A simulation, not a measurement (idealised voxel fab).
process module | voxel self aligned vias
It is cross-section cut that appears here, measuring 275 nm in width, its square cells being 5 nm in size.
Just so we're on the same page, the cross-sections are grids of square cells, and they're listed out in bands top to bottom, each band one or more rows deep. What a band's entry tells you: where the top is and where the bottom is, as heights in nm, and after that what lies inside, material by material from left to right, each with its width in nm. Empty space is written as the word "blank", and a single material marked with the word "throughout" occupies the band from edge to edge. A quick word on heights: they are counted from 0, and under that level the wafer as it came to us is one material throughout. The lowest band is different from the rest in having no bottom; it simply continues downward, written as in "0 down". A width such as "30..40" changes by the same amount from each row of cells to the next, from the band's top row to its bottom row. Step note "no change occurred" = no cross-section cell changed. The label "Fully enclosed voids" introduces a list of the empty spaces, 8 cells or larger, that have no open way up to the top; each entry in it reads width x height at distance, where the distance is taken from the left edge and all three are stated in nm. The remark found on a step's line after its settings is issued by the simulator itself and pertains to that step. The setting "overlay nm" may be written on the line of a step. When the step uses a mask, the value reports how far to the right of the planned place the mask lay, and a negative value reports that it lay to the left.

[Listed below are the process steps as planned]
- 1: RECEIVE, material Si
- 2: CONFORMAL_DEP, material SiO2, thk nm 10
- 3: CONFORMAL_DEP, material SiCN, thk nm 5
- 4: DIRECTIONAL_DEP, material SiO2, thk nm 20
- 5: PATTERN, tone open, mask id LINES, material resist, width nm 20, pitch nm 65, thk nm 15, overlay nm 0
- 6: DIRECTIONAL_ETCH, etch materials SiO2, depth nm 20
- 7: STRIP, etch materials resist
- 8: CONFORMAL_DEP, material TiN, thk nm 5
- 9: FILL_DEP, material W, thk nm 5
- 10: CMP, height nm 35
- 11: SELECTIVE_ETCH, etch materials W Ru TiN, depth nm 10
- 12: FILL_DEP, material SiN, thk nm 5
- 13: CMP, height nm 35
- 14: DIRECTIONAL_DEP, material SiO2, thk nm 15
- 15: MASKED_ETCH, tone open, mask id VIAS, width nm 40, pitch nm 65, etch materials SiO2, depth nm 15, overlay nm 0
- 16: MASKED_ETCH, tone open, mask id VIAS, width nm 40, pitch nm 65, etch materials SiN, depth nm 10, overlay nm 0
- 17: CONFORMAL_DEP, material TiN, thk nm 5
- 18: FILL_DEP, material Ru, thk nm 10
- 19: CMP, height nm 50
- 20: CONFORMAL_DEP, material SiN, thk nm 5

[Step 1 complete: cross-section of the wafer as received]
  0 down | Si throughout
  Fully enclosed voids: none

[One mistake in running the module, otherwise start and plan as above: cross-section at the end]
  55 to 50 | SiN throughout
  50 to 40 | SiO2: 55 / TiN: 5 / Ru: 25 / TiN: 5 / SiO2: 30 / TiN: 5 / Ru: 25 / TiN: 5 / SiO2: 30 / TiN: 5 / Ru: 25 / TiN: 5 / SiO2: 55
  40 to 30 | SiO2: 55..60 / TiN: 10..5 / Ru: 10 / TiN: 15..5 / SiO2: 30..45 / TiN: 10..5 / Ru: 10 / TiN: 15..5 / SiO2: 30..45 / TiN: 10..5 / Ru: 10 / TiN: 15..5 / SiO2: 55..65
  30 to 25 | SiO2: 60 / TiN: 20 / SiO2: 45 / TiN: 20 / SiO2: 45 / TiN: 20 / SiO2: 65
  25 to 20 | SiO2: 60 / TiN: 5 / W: 10 / TiN: 5 / SiO2: 45 / TiN: 5 / W: 10 / TiN: 5 / SiO2: 45 / TiN: 5 / W: 10 / TiN: 5 / SiO2: 65
  20 to 15 | SiO2: 60 / TiN: 20 / SiO2: 45 / TiN: 20 / SiO2: 45 / TiN: 20 / SiO2: 65
  15 to 10 | SiCN throughout
  10 to 0 | SiO2 throughout
  0 down | Si throughout
  Fully enclosed voids: none
Processing error: step 15 was processed under conditions differing from the plan, specifically as MASKED_ETCH, tone open, mask id VIAS, width nm 35, pitch nm 65, etch materials SiO2, depth nm 15, overlay nm 0
